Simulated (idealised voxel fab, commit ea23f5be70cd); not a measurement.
The document below concerns the process module designated voxel ribs on slabs.
In the cross-section labelled cut, the width is 170 nm and each square cell is 5 nm.
A cross-section is written here as square cells arranged in a grid, and it is given in bands from the top down, each band taking up one or more rows of cells.
Band: top height; bottom height; in nm. Then, left to right: material with width in nm, for each material. "all across": a single material spanning edge to edge. "air": empty space.
Basically, 0 is our baseline, since under it the wafer straight out of the box is all one material. The bottom band has no lower end and keeps on going down, so it looks like "0 -> down".
Quick explanation for "30->40": the width changes in equal steps down the rows of cells, from the first number in the band's top row to the second number in its bottom row.
"no modifications" (step): cross-section cells unchanged, all of them.
"Voids lacking openings" means: voids of 8 cells or more that are shut off from the top with no open way through. Written width x height at distance, distance from the left edge, in nm.
Post-settings text on a step line: simulator's own remark regarding the step.
overlay nm, on a step with a mask: how far to the right of its planned place the mask lay; to the left if negative
The process steps that were planned are listed below:
1,RECEIVE, material Si
2,DIRECTIONAL_DEP, material SiO2, thk nm 30
3,DIRECTIONAL_DEP, material polySi, thk nm 25
4,MASKED_ETCH, tone cover, mask id RIB, width nm 30, etch materials polySi, depth nm 15, overlay nm 0
5,DIRECTIONAL_DEP, material aC, thk nm 10
6,PATTERN, tone cover, mask id SLAB, material resist, width nm 80, thk nm 25, overlay nm 0
7,DIRECTIONAL_ETCH, etch materials aC, depth nm 10
8,STRIP, etch materials resist
9,DIRECTIONAL_ETCH, etch materials polySi, depth nm 10
10,STRIP, etch materials aC
11,FILL_DEP, material SiO2, thk nm 15
12,CMP, height nm 65
13,DIRECTIONAL_DEP, material TiN, thk nm 10
14,PATTERN, tone cover, mask id HEATER, material resist, width nm 40, thk nm 15, overlay nm 0
15,DIRECTIONAL_ETCH, etch materials TiN, depth nm 10
16,STRIP, etch materials resist
17,CONFORMAL_DEP, material SiO2, thk nm 5
Where the wafers of this document differ is in the thk nm of step 17; they start out the same, and the plan states the value that applied to the first wafer.
Cross-section of the first incoming wafer of several, state after step 1:
  0 -> down = Si all across
  Voids lacking openings: none
Take any row and you have a wafer at the end of the module: how many cells of each material it has gained (+) or lost (-) since it was received, and then its closed voids:
thk nm 5, +430 SiO2, +16 TiN, +50 polySi, Voids lacking openings: none
thk nm 10, +468 SiO2, +16 TiN, +50 polySi, Voids lacking openings: none
thk nm 15, +506 SiO2, +16 TiN, +50 polySi, Voids lacking openings: none
thk nm 20, +544 SiO2, +16 TiN, +50 polySi, Voids lacking openings: none
thk nm 25, +582 SiO2, +16 TiN, +50 polySi, Voids lacking openings: none
